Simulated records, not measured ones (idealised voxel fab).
You're looking at the process module voxel tone inversion.
cross-section cut | 270 nm wide | cells 5 nm
We lay out every cross-section as a grid of square cells and spell it out in bands from the top down, where one band means one or more rows of cells.
Per band: top height and bottom height in nm, followed by the left-to-right materials and their widths in nm; "edge to edge" marks a single material spanning edge to edge, "empty" marks empty space.
Below 0: as-received wafer, all one material; heights counted from there. Lowest band: no bottom, goes on down, written "z 0 and below".
Width "30..40": first value at the band's top row of cells, second value at its bottom row, equal change from row to row.
Where the words "same as before" appear for a step, the cross-section shows no cell changed by that step; every cell remained as before.
Empty spaces without an open route to the top, at least 8 cells in extent, make up the entry "Fully sealed cavities"; each is given as width x height at distance, where the distance is measured from the left edge, and all are in nm.
Note: text after step settings on the step line = simulator remark on that step.
"overlay nm", when on a step's line for a step with a mask, measures how far to the right of its planned place the mask lay; a negative measure means to the left.

[Listed below are the process steps as planned]
1,RECEIVE | material Si
2,CONFORMAL_DEP | material SiCN | thk nm 10
3,DIRECTIONAL_DEP | material polySi | thk nm 15
4,PATTERN | tone cover | mask id POSTS | material resist | width nm 15 | pitch nm 35 | thk nm 25 | overlay nm 0
5,DIRECTIONAL_ETCH | etch materials polySi | depth nm 15
6,STRIP | etch materials resist
7,FILL_DEP | material lowk | thk nm 10
8,CMP | height nm 25
9,STRIP | etch materials polySi
10,CONFORMAL_DEP | material TiN | thk nm 5
11,FILL_DEP | material Ru | thk nm 5
12,CMP | height nm 25
13,CONFORMAL_DEP | material SiCN | thk nm 5

[Incoming wafer in cross-section (state: after step 1)]
	z 0 and below | Si edge to edge
	Fully sealed cavities: none

[First of two wafers at the end of the module, shown in cross-section; run carried out as planned]
	z 30 to 25 | SiCN edge to edge
	z 25 to 15 | lowk: 90, then TiN: 5, then Ru: 5, then TiN: 5, then lowk: 20, then TiN: 5, then Ru: 5, then TiN: 5, then lowk: 20, then TiN: 5, then Ru: 5, then TiN: 5, then lowk: 95
	z 15 to 10 | lowk: 90, then TiN: 15, then lowk: 20, then TiN: 15, then lowk: 20, then TiN: 15, then lowk: 95
	z 10 to 0 | SiCN edge to edge
	z 0 and below | Si edge to edge
	Fully sealed cavities: none

[Same start, same plan as the first wafer - but one mistake in the run. Cross-section of the second of the two at the end of the module]
	z 30 to 25 | SiCN edge to edge
	z 25 to 15 | lowk: 85, then TiN: 5, then Ru: 5, then TiN: 5, then lowk: 20, then TiN: 5, then Ru: 5, then TiN: 5, then lowk: 20, then TiN: 5, then Ru: 5, then TiN: 5, then lowk: 100
	z 15 to 10 | lowk: 85, then TiN: 15, then lowk: 20, then TiN: 15, then lowk: 20, then TiN: 15, then lowk: 100
	z 10 to 0 | SiCN edge to edge
	z 0 and below | Si edge to edge
	Fully sealed cavities: none
Deviation from plan: rather than as planned, step 4 actually ran as PATTERN | tone cover | mask id POSTS | material resist | width nm 15 | pitch nm 35 | thk nm 25 | overlay nm -5
At the close, every material occupies the same number of cells on the second wafer as on the first, only in different positions.
